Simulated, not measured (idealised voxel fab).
process module | voxel gate over fins
cross-section cut | 255 nm wide | cells 5 nm
A cross-section is a grid of square cells, given in bands from the top down. A band is one or more rows of cells.
Each band's line starts with the height of the band's top and of its bottom, in nm. Then come its materials from left to right, each with its width in nm. One material with "throughout" fills the band from edge to edge. "air" is empty space.
Height 0 is the level under which the wafer as received is all one material. The lowest band goes on downwards, as in "0 down".
A width such as "30 to 40" changes by the same amount from each row of cells to the next, from the band's top row to its bottom row.
"no change" after a step means that no cell of the cross-section changed.
closed voids: empty space of 8 cells or more with no open way to the top, each as width x height at its distance from the left edge, in nm
after a step's settings: what the simulator itself notes on the step
overlay nm, on a step with a mask: how far to the right of its planned place the mask lay; to the left if negative
plan
1 op RECEIVE | material Si
2 op CONFORMAL_DEP | material SiN | thk nm 5
3 op MASKED_ETCH | tone cover | mask id FINS | width nm 15 | pitch nm 55 | etch materials SiN | depth nm 5 | overlay nm 0
4 op MASKED_ETCH | tone cover | mask id FINS | width nm 15 | pitch nm 55 | etch materials Si | depth nm 40 | overlay nm 0
5 op FILL_DEP | material SiO2 | thk nm 5
6 op CMP | height nm 5
7 op PATTERN | tone open | mask id RAIL | material resist | width nm 15 | thk nm 20 | overlay nm 0
8 op DIRECTIONAL_ETCH | etch materials SiO2 | depth nm 40
9 op STRIP | etch materials resist
10 op CONFORMAL_DEP | material TiN | thk nm 5
11 op FILL_DEP | material Ru | thk nm 5
12 op CMP | height nm 5
13 op SELECTIVE_ETCH | etch materials W Ru TiN | depth nm 25
14 op FILL_DEP | material SiO2 | thk nm 5
15 op CMP | height nm 5
16 op SELECTIVE_ETCH | etch materials SiO2 | depth nm 15
17 op STRIP | etch materials SiN
18 op CONFORMAL_DEP | material HfO2 | thk nm 5
19 op CONFORMAL_DEP | material TiN | thk nm 5
20 op CONFORMAL_DEP | material TiAl | thk nm 5
21 op CONFORMAL_DEP | material TiN | thk nm 5
22 op FILL_DEP | material W | thk nm 15
23 op CMP | height nm 30
24 op CONFORMAL_DEP | material SiN | thk nm 10
first wafer, as planned
as received, after step 1
  0 down: Si throughout
  closed voids: none
after step 2
  5 to 0: SiN throughout
  below 0: unchanged
after step 3
  5 to 0: air 35 | SiN 15 | air 40 | SiN 15 | air 40 | SiN 15 | air 40 | SiN 15 | air 40
  below 0: unchanged
after step 4
  5 to 0: air 35 | SiN 15 | air 40 | SiN 15 | air 40 | SiN 15 | air 40 | SiN 15 | air 40
  0 to -40: air 35 | Si 15 | air 40 | Si 15 | air 40 | Si 15 | air 40 | Si 15 | air 40
  below -40: unchanged
after step 5
  10 to 5: SiO2 throughout
  5 to 0: SiO2 35 | SiN 15 | SiO2 40 | SiN 15 | SiO2 40 | SiN 15 | SiO2 40 | SiN 15 | SiO2 40
  0 to -40: SiO2 35 | Si 15 | SiO2 40 | Si 15 | SiO2 40 | Si 15 | SiO2 40 | Si 15 | SiO2 40
  below -40: unchanged
after step 6
  5 to 0: SiO2 35 | SiN 15 | SiO2 40 | SiN 15 | SiO2 40 | SiN 15 | SiO2 40 | SiN 15 | SiO2 40
  below 0: unchanged
after step 7
  25 to 5: resist 60 | air 15 | resist 180
  below 5: unchanged
after step 8
  25 to 5: resist 60 | air 15 | resist 180
  5 to 0: SiO2 35 | SiN 15 | SiO2 10 | air 15 | SiO2 15 | SiN 15 | SiO2 40 | SiN 15 | SiO2 40 | SiN 15 | SiO2 40
  0 to -35: SiO2 35 | Si 15 | SiO2 10 | air 15 | SiO2 15 | Si 15 | SiO2 40 | Si 15 | SiO2 40 | Si 15 | SiO2 40
  below -35: unchanged
after step 9
  5 to 0: SiO2 35 | SiN 15 | SiO2 10 | air 15 | SiO2 15 | SiN 15 | SiO2 40 | SiN 15 | SiO2 40 | SiN 15 | SiO2 40
  below 0: unchanged
after step 10
  10 to 5: TiN 65 | air 5 | TiN 185
  5 to 0: SiO2 35 | SiN 15 | SiO2 10 | TiN 5 | air 5 | TiN 5 | SiO2 15 | SiN 15 | SiO2 40 | SiN 15 | SiO2 40 | SiN 15 | SiO2 40
  0 to -30: SiO2 35 | Si 15 | SiO2 10 | TiN 5 | air 5 | TiN 5 | SiO2 15 | Si 15 | SiO2 40 | Si 15 | SiO2 40 | Si 15 | SiO2 40
  -30 to -35: SiO2 35 | Si 15 | SiO2 10 | TiN 15 | SiO2 15 | Si 15 | SiO2 40 | Si 15 | SiO2 40 | Si 15 | SiO2 40
  below -35: unchanged
after step 11
  15 to 10: Ru throughout
  10 to 5: TiN 65 | Ru 5 | TiN 185
  5 to 0: SiO2 35 | SiN 15 | SiO2 10 | TiN 5 | Ru 5 | TiN 5 | SiO2 15 | SiN 15 | SiO2 40 | SiN 15 | SiO2 40 | SiN 15 | SiO2 40
  0 to -30: SiO2 35 | Si 15 | SiO2 10 | TiN 5 | Ru 5 | TiN 5 | SiO2 15 | Si 15 | SiO2 40 | Si 15 | SiO2 40 | Si 15 | SiO2 40
  below -30: unchanged
after step 12
  5 to 0: SiO2 35 | SiN 15 | SiO2 10 | TiN 5 | Ru 5 | TiN 5 | SiO2 15 | SiN 15 | SiO2 40 | SiN 15 | SiO2 40 | SiN 15 | SiO2 40
  below 0: unchanged
after step 13
  5 to 0: SiO2 35 | SiN 15 | SiO2 10 | air 15 | SiO2 15 | SiN 15 | SiO2 40 | SiN 15 | SiO2 40 | SiN 15 | SiO2 40
  0 to -20: SiO2 35 | Si 15 | SiO2 10 | air 15 | SiO2 15 | Si 15 | SiO2 40 | Si 15 | SiO2 40 | Si 15 | SiO2 40
  below -20: unchanged
after step 14
  10 to 5: SiO2 throughout
  5 to 0: SiO2 35 | SiN 15 | SiO2 40 | SiN 15 | SiO2 40 | SiN 15 | SiO2 40 | SiN 15 | SiO2 40
  0 to -20: SiO2 35 | Si 15 | SiO2 40 | Si 15 | SiO2 40 | Si 15 | SiO2 40 | Si 15 | SiO2 40
  below -20: unchanged
after step 15
  5 to 0: SiO2 35 | SiN 15 | SiO2 40 | SiN 15 | SiO2 40 | SiN 15 | SiO2 40 | SiN 15 | SiO2 40
  below 0: unchanged
after step 16
  5 to 0: air 35 | SiN 15 | air 40 | SiN 15 | air 40 | SiN 15 | air 40 | SiN 15 | air 40
  0 to -10: air 35 | Si 15 | air 40 | Si 15 | air 40 | Si 15 | air 40 | Si 15 | air 40
  below -10: unchanged
after step 17
  0 to -10: air 35 | Si 15 | air 40 | Si 15 | air 40 | Si 15 | air 40 | Si 15 | air 40
  below -10: unchanged
after step 18
  5 to 0: air 30 | HfO2 25 | air 30 | HfO2 25 | air 30 | HfO2 25 | air 30 | HfO2 25 | air 35
  0 to -5: air 30 | HfO2 5 | Si 15 | HfO2 5 | air 30 | HfO2 5 | Si 15 | HfO2 5 | air 30 | HfO2 5 | Si 15 | HfO2 5 | air 30 | HfO2 5 | Si 15 | HfO2 5 | air 35
  -5 to -10: HfO2 35 | Si 15 | HfO2 40 | Si 15 | HfO2 40 | Si 15 | HfO2 40 | Si 15 | HfO2 40
  below -10: unchanged
after step 19
  10 to 5: air 25 | TiN 35 | air 20 | TiN 35 | air 20 | TiN 35 | air 20 | TiN 35 | air 30
  5 to 0: air 25 | TiN 5 | HfO2 25 | TiN 5 | air 20 | TiN 5 | HfO2 25 | TiN 5 | air 20 | TiN 5 | HfO2 25 | TiN 5 | air 20 | TiN 5 | HfO2 25 | TiN 5 | air 30
  0 to -5: TiN 30 | HfO2 5 | Si 15 | HfO2 5 | TiN 30 | HfO2 5 | Si 15 | HfO2 5 | TiN 30 | HfO2 5 | Si 15 | HfO2 5 | TiN 30 | HfO2 5 | Si 15 | HfO2 5 | TiN 35
  below -5: unchanged
after step 20
  15 to 10: air 20 | TiAl 45 | air 10 | TiAl 45 | air 10 | TiAl 45 | air 10 | TiAl 45 | air 25
  10 to 5: air 20 | TiAl 5 | TiN 35 | TiAl 5 | air 10 | TiAl 5 | TiN 35 | TiAl 5 | air 10 | TiAl 5 | TiN 35 | TiAl 5 | air 10 | TiAl 5 | TiN 35 | TiAl 5 | air 25
  5 to 0: TiAl 25 | TiN 5 | HfO2 25 | TiN 5 | TiAl 20 | TiN 5 | HfO2 25 | TiN 5 | TiAl 20 | TiN 5 | HfO2 25 | TiN 5 | TiAl 20 | TiN 5 | HfO2 25 | TiN 5 | TiAl 30
  below 0: unchanged
after step 21
  20 to 15: air 15 | TiN 220 | air 20
  15 to 10: air 15 | TiN 5 | TiAl 45 | TiN 10 | TiAl 45 | TiN 10 | TiAl 45 | TiN 10 | TiAl 45 | TiN 5 | air 20
  10 to 5: TiN 20 | TiAl 5 | TiN 35 | TiAl 5 | TiN 10 | TiAl 5 | TiN 35 | TiAl 5 | TiN 10 | TiAl 5 | TiN 35 | TiAl 5 | TiN 10 | TiAl 5 | TiN 35 | TiAl 5 | TiN 25
  below 5: unchanged
after step 22
  35 to 20: W throughout
  20 to 15: W 15 | TiN 220 | W 20
  15 to 10: W 15 | TiN 5 | TiAl 45 | TiN 10 | TiAl 45 | TiN 10 | TiAl 45 | TiN 10 | TiAl 45 | TiN 5 | W 20
  below 10: unchanged
after step 23
  30 to 20: W throughout
  below 20: unchanged
after step 24
  40 to 30: SiN throughout
  below 30: unchanged
second wafer: like start, like plan, one mistake. Through step 15 it matches the first wafer
when step 16 should have ended
  5 to 0: SiO2 35 | air 15 | SiO2 40 | air 15 | SiO2 40 | air 15 | SiO2 40 | air 15 | SiO2 40
  below 0: unchanged
when step 17 should have ended
  0 to -10: air 35 | Si 15 | air 40 | Si 15 | air 40 | Si 15 | air 40 | Si 15 | air 40
  -10 to -15: SiO2 20 | air 15 | Si 15 | air 15 | SiO2 10 | air 15 | Si 15 | air 15 | SiO2 10 | air 15 | Si 15 | air 15 | SiO2 10 | air 15 | Si 15 | air 15 | SiO2 25
  below -15: unchanged
when step 18 should have ended
  5 to 0: air 30 | HfO2 25 | air 30 | HfO2 25 | air 30 | HfO2 25 | air 30 | HfO2 25 | air 35
  0 to -5: air 30 | HfO2 5 | Si 15 | HfO2 5 | air 30 | HfO2 5 | Si 15 | HfO2 5 | air 30 | HfO2 5 | Si 15 | HfO2 5 | air 30 | HfO2 5 | Si 15 | HfO2 5 | air 35
  -5 to -10: HfO2 25 | air 5 | HfO2 5 | Si 15 | HfO2 5 | air 5 | HfO2 20 | air 5 | HfO2 5 | Si 15 | HfO2 5 | air 5 | HfO2 20 | air 5 | HfO2 5 | Si 15 | HfO2 5 | air 5 | HfO2 20 | air 5 | HfO2 5 | Si 15 | HfO2 5 | air 5 | HfO2 30
  -10 to -15: SiO2 20 | HfO2 15 | Si 15 | HfO2 15 | SiO2 10 | HfO2 15 | Si 15 | HfO2 15 | SiO2 10 | HfO2 15 | Si 15 | HfO2 15 | SiO2 10 | HfO2 15 | Si 15 | HfO2 15 | SiO2 25
  below -15: unchanged
when step 19 should have ended
  10 to 5: air 25 | TiN 35 | air 20 | TiN 35 | air 20 | TiN 35 | air 20 | TiN 35 | air 30
  5 to 0: air 25 | TiN 5 | HfO2 25 | TiN 5 | air 20 | TiN 5 | HfO2 25 | TiN 5 | air 20 | TiN 5 | HfO2 25 | TiN 5 | air 20 | TiN 5 | HfO2 25 | TiN 5 | air 30
  0 to -5: TiN 30 | HfO2 5 | Si 15 | HfO2 5 | TiN 30 | HfO2 5 | Si 15 | HfO2 5 | TiN 30 | HfO2 5 | Si 15 | HfO2 5 | TiN 30 | HfO2 5 | Si 15 | HfO2 5 | TiN 35
  -5 to -10: HfO2 25 | TiN 5 | HfO2 5 | Si 15 | HfO2 5 | TiN 5 | HfO2 20 | TiN 5 | HfO2 5 | Si 15 | HfO2 5 | TiN 5 | HfO2 20 | TiN 5 | HfO2 5 | Si 15 | HfO2 5 | TiN 5 | HfO2 20 | TiN 5 | HfO2 5 | Si 15 | HfO2 5 | TiN 5 | HfO2 30
  below -10: unchanged
when step 20 should have ended
  15 to 10: air 20 | TiAl 45 | air 10 | TiAl 45 | air 10 | TiAl 45 | air 10 | TiAl 45 | air 25
  10 to 5: air 20 | TiAl 5 | TiN 35 | TiAl 5 | air 10 | TiAl 5 | TiN 35 | TiAl 5 | air 10 | TiAl 5 | TiN 35 | TiAl 5 | air 10 | TiAl 5 | TiN 35 | TiAl 5 | air 25
  5 to 0: TiAl 25 | TiN 5 | HfO2 25 | TiN 5 | TiAl 20 | TiN 5 | HfO2 25 | TiN 5 | TiAl 20 | TiN 5 | HfO2 25 | TiN 5 | TiAl 20 | TiN 5 | HfO2 25 | TiN 5 | TiAl 30
  below 0: unchanged
when step 21 should have ended
  20 to 15: air 15 | TiN 220 | air 20
  15 to 10: air 15 | TiN 5 | TiAl 45 | TiN 10 | TiAl 45 | TiN 10 | TiAl 45 | TiN 10 | TiAl 45 | TiN 5 | air 20
  10 to 5: TiN 20 | TiAl 5 | TiN 35 | TiAl 5 | TiN 10 | TiAl 5 | TiN 35 | TiAl 5 | TiN 10 | TiAl 5 | TiN 35 | TiAl 5 | TiN 10 | TiAl 5 | TiN 35 | TiAl 5 | TiN 25
  below 5: unchanged
when step 22 should have ended
  35 to 20: W throughout
  20 to 15: W 15 | TiN 220 | W 20
  15 to 10: W 15 | TiN 5 | TiAl 45 | TiN 10 | TiAl 45 | TiN 10 | TiAl 45 | TiN 10 | TiAl 45 | TiN 5 | W 20
  below 10: unchanged
when step 23 should have ended
  30 to 20: W throughout
  below 20: unchanged
when step 24 should have ended
  40 to 30: SiN throughout
  below 30: unchanged
what went wrong: steps 16 and 17 were swapped
at the end the second wafer has, in cells: 16 more of HfO2 | 24 fewer of SiO2 | 8 more of TiN
